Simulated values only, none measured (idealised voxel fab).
process module | voxel double patterning
cross-section cut | 210 nm wide | cells 5 nm
A cross-section is a grid of square cells, given in bands from the top down. A band is one or more rows of cells.
Each band's line starts with the height of the band's top and of its bottom, in nm. Then come its materials from left to right, each with its width in nm. One material with "throughout" fills the band from edge to edge. "air" is empty space.
Height 0 is the level under which the wafer as received is all one material. The lowest band goes on downwards, as in "0 down".
A width such as "30 to 40" changes by the same amount from each row of cells to the next, from the band's top row to its bottom row.
"no change" after a step means that no cell of the cross-section changed.
closed voids: empty space of 8 cells or more with no open way to the top, each as width x height at its distance from the left edge, in nm
after a step's settings: what the simulator itself notes on the step
overlay nm, on a step with a mask: how far to the right of its planned place the mask lay; to the left if negative
Each pair below shows a cross-section before one step and the cross-section after it, down to the lowest band that changed. The line under each pair gives the step between them, with its settings. The pairs can come from different runs of this module on the same starting wafer, so a pair continues from the pair above only where its "before" says so.
before
  0 down: Si throughout
  closed voids: none
after
  5 to 0: SiO2 throughout
  below 0: unchanged
  closed voids: none
the step between: op CONFORMAL_DEP | material SiO2 | thk nm 5
before: the cross-section after the pair above
after
  15 to 5: W throughout
  below 5: unchanged
  closed voids: none
the step between: op DIRECTIONAL_DEP | material W | thk nm 10
before: the cross-section after the pair above
after
  25 to 15: SiN throughout
  below 15: unchanged
  closed voids: none
the step between: op DIRECTIONAL_DEP | material SiN | thk nm 10
before: the cross-section after the pair above
after
  25 to 15: SiN 70 | air 15 | SiN 35 | air 15 | SiN 75
  below 15: unchanged
  closed voids: none
the step between: op MASKED_ETCH | tone open | mask id FIRST | width nm 15 | pitch nm 50 | etch materials SiN | depth nm 10 | overlay nm 0
before: the cross-section after the pair above
after
  25 to 15: SiN 70 | air 15 | SiN 10 | air 15 | SiN 10 | air 15 | SiN 75
  below 15: unchanged
  closed voids: none
the step between: op MASKED_ETCH | tone open | mask id SECOND | width nm 15 | etch materials SiN | depth nm 10 | overlay nm 0
before: the cross-section after the pair above
after
  25 to 15: SiN 70 | air 15 | SiN 10 | air 15 | SiN 10 | air 15 | SiN 75
  15 to 5: W 70 | air 15 | W 10 | air 15 | W 10 | air 15 | W 75
  below 5: unchanged
  closed voids: none
the step between: op DIRECTIONAL_ETCH | etch materials W | depth nm 10
before: the cross-section after the pair above
after
  15 to 5: W 70 | air 15 | W 10 | air 15 | W 10 | air 15 | W 75
  below 5: unchanged
  closed voids: none
the step between: op STRIP | etch materials SiN
before
  0 down: Si throughout
  closed voids: none
after
  10 to 0: W throughout
  below 0: unchanged
  closed voids: none
the step between: op DIRECTIONAL_DEP | material W | thk nm 10
before: the cross-section after the pair above
after
  15 to 10: SiO2 throughout
  below 10: unchanged
  closed voids: none
the step between: op CONFORMAL_DEP | material SiO2 | thk nm 5
before: the cross-section after the pair above
after
  25 to 15: SiN throughout
  below 15: unchanged
  closed voids: none
the step between: op DIRECTIONAL_DEP | material SiN | thk nm 10
before: the cross-section after the pair above
after
  25 to 15: SiN 70 | air 15 | SiN 35 | air 15 | SiN 75
  below 15: unchanged
  closed voids: none
the step between: op MASKED_ETCH | tone open | mask id FIRST | width nm 15 | pitch nm 50 | etch materials SiN | depth nm 10 | overlay nm 0
before: the cross-section after the pair above
after
  25 to 15: SiN 70 | air 15 | SiN 10 | air 15 | SiN 10 | air 15 | SiN 75
  below 15: unchanged
  closed voids: none
the step between: op MASKED_ETCH | tone open | mask id SECOND | width nm 15 | etch materials SiN | depth nm 10 | overlay nm 0
before: the cross-section after the pair above
after
  15 to 10: SiO2 throughout
  below 10: unchanged
  closed voids: none
the step between: op STRIP | etch materials SiN
before
  25 to 15: SiN 70 | air 15 | SiN 10 | air 15 | SiN 10 | air 15 | SiN 75
  15 to 5: W throughout
  5 to 0: SiO2 throughout
  0 down: Si throughout
  closed voids: none
after
  25 to 15: SiN 70 | air 15 | SiN 10 | air 15 | SiN 10 | air 15 | SiN 75
  15 to 10: W 70 | air 15 | W 10 | air 15 | W 10 | air 15 | W 75
  below 10: unchanged
  closed voids: none
the step between: op DIRECTIONAL_ETCH | etch materials W | depth nm 5
before: the cross-section after the pair above
after
  15 to 10: W 70 | air 15 | W 10 | air 15 | W 10 | air 15 | W 75
  below 10: unchanged
  closed voids: none
the step between: op STRIP | etch materials SiN
before
  25 to 15: SiN 70 | air 15 | SiN 35 | air 15 | SiN 75
  15 to 5: W throughout
  5 to 0: SiO2 throughout
  0 down: Si throughout
  closed voids: none
after
  25 to 15: SiN 70 | air 15 | SiN 5 | air 25 | SiN 5 | air 15 | SiN 75
  below 15: unchanged
  closed voids: none
the step between: op MASKED_ETCH | tone open | mask id SECOND | width nm 25 | etch materials SiN | depth nm 10 | overlay nm 0
before: the cross-section after the pair above
after
  25 to 15: SiN 70 | air 15 | SiN 5 | air 25 | SiN 5 | air 15 | SiN 75
  15 to 5: W 70 | air 15 | W 5 | air 25 | W 5 | air 15 | W 75
  below 5: unchanged
  closed voids: none
the step between: op DIRECTIONAL_ETCH | etch materials W | depth nm 10
before: the cross-section after the pair above
after
  15 to 5: W 70 | air 15 | W 5 | air 25 | W 5 | air 15 | W 75
  below 5: unchanged
  closed voids: none
the step between: op STRIP | etch materials SiN
before
  25 to 15: SiN throughout
  15 to 5: W throughout
  5 to 0: SiO2 throughout
  0 down: Si throughout
  closed voids: none
after
  25 to 15: SiN 60 | air 15 | SiN 35 | air 15 | SiN 85
  below 15: unchanged
  closed voids: none
the step between: op MASKED_ETCH | tone open | mask id FIRST | width nm 15 | pitch nm 50 | etch materials SiN | depth nm 10 | overlay nm -10
before: the cross-section after the pair above
after
  25 to 15: SiN 60 | air 15 | SiN 20 | air 30 | SiN 85
  below 15: unchanged
  closed voids: none
the step between: op MASKED_ETCH | tone open | mask id SECOND | width nm 15 | etch materials SiN | depth nm 10 | overlay nm 0
before: the cross-section after the pair above
after
  25 to 15: SiN 60 | air 15 | SiN 20 | air 30 | SiN 85
  15 to 5: W 60 | air 15 | W 20 | air 30 | W 85
  below 5: unchanged
  closed voids: none
the step between: op DIRECTIONAL_ETCH | etch materials W | depth nm 10
before: the cross-section after the pair above
after
  15 to 5: W 60 | air 15 | W 20 | air 30 | W 85
  below 5: unchanged
  closed voids: none
the step between: op STRIP | etch materials SiN
before
  0 down: Si throughout
  closed voids: none
after
  5 to 0: W throughout
  below 0: unchanged
  closed voids: none
the step between: op CONFORMAL_DEP | material W | thk nm 5
before: the cross-section after the pair above
after
  15 to 0: W throughout
  below 0: unchanged
  closed voids: none
the step between: op DIRECTIONAL_DEP | material W | thk nm 10
before: the cross-section after the pair above
after
  25 to 15: SiN throughout
  below 15: unchanged
  closed voids: none
the step between: op DIRECTIONAL_DEP | material SiN | thk nm 10
before: the cross-section after the pair above
after
  25 to 15: SiN 70 | air 15 | SiN 35 | air 15 | SiN 75
  below 15: unchanged
  closed voids: none
the step between: op MASKED_ETCH | tone open | mask id FIRST | width nm 15 | pitch nm 50 | etch materials SiN | depth nm 10 | overlay nm 0
before: the cross-section after the pair above
after
  25 to 15: SiN 70 | air 15 | SiN 10 | air 15 | SiN 10 | air 15 | SiN 75
  below 15: unchanged
  closed voids: none
the step between: op MASKED_ETCH | tone open | mask id SECOND | width nm 15 | etch materials SiN | depth nm 10 | overlay nm 0
before: the cross-section after the pair above
after
  25 to 15: SiN 70 | air 15 | SiN 10 | air 15 | SiN 10 | air 15 | SiN 75
  15 to 5: W 70 | air 15 | W 10 | air 15 | W 10 | air 15 | W 75
  below 5: unchanged
  closed voids: none
the step between: op DIRECTIONAL_ETCH | etch materials W | depth nm 10
before: the cross-section after the pair above
after
  15 to 5: W 70 | air 15 | W 10 | air 15 | W 10 | air 15 | W 75
  below 5: unchanged
  closed voids: none
the step between: op STRIP | etch materials SiN
before
  25 to 15: SiN 70 | air 15 | SiN 35 | air 15 | SiN 75
  15 to 5: W throughout
  5 to 0: SiO2 throughout
  0 down: Si throughout
  closed voids: none
after
  25 to 15: air 95 | SiN 15 | air 100
  below 15: unchanged
  closed voids: none
the step between: op MASKED_ETCH | tone cover | mask id SECOND | width nm 15 | etch materials SiN | depth nm 10 | overlay nm 0
before: the cross-section after the pair above
after
  25 to 15: air 95 | SiN 15 | air 100
  15 to 5: air 95 | W 15 | air 100
  below 5: unchanged
  closed voids: none
the step between: op DIRECTIONAL_ETCH | etch materials W | depth nm 10
before: the cross-section after the pair above
after
  15 to 5: air 95 | W 15 | air 100
  below 5: unchanged
  closed voids: none
the step between: op STRIP | etch materials SiN
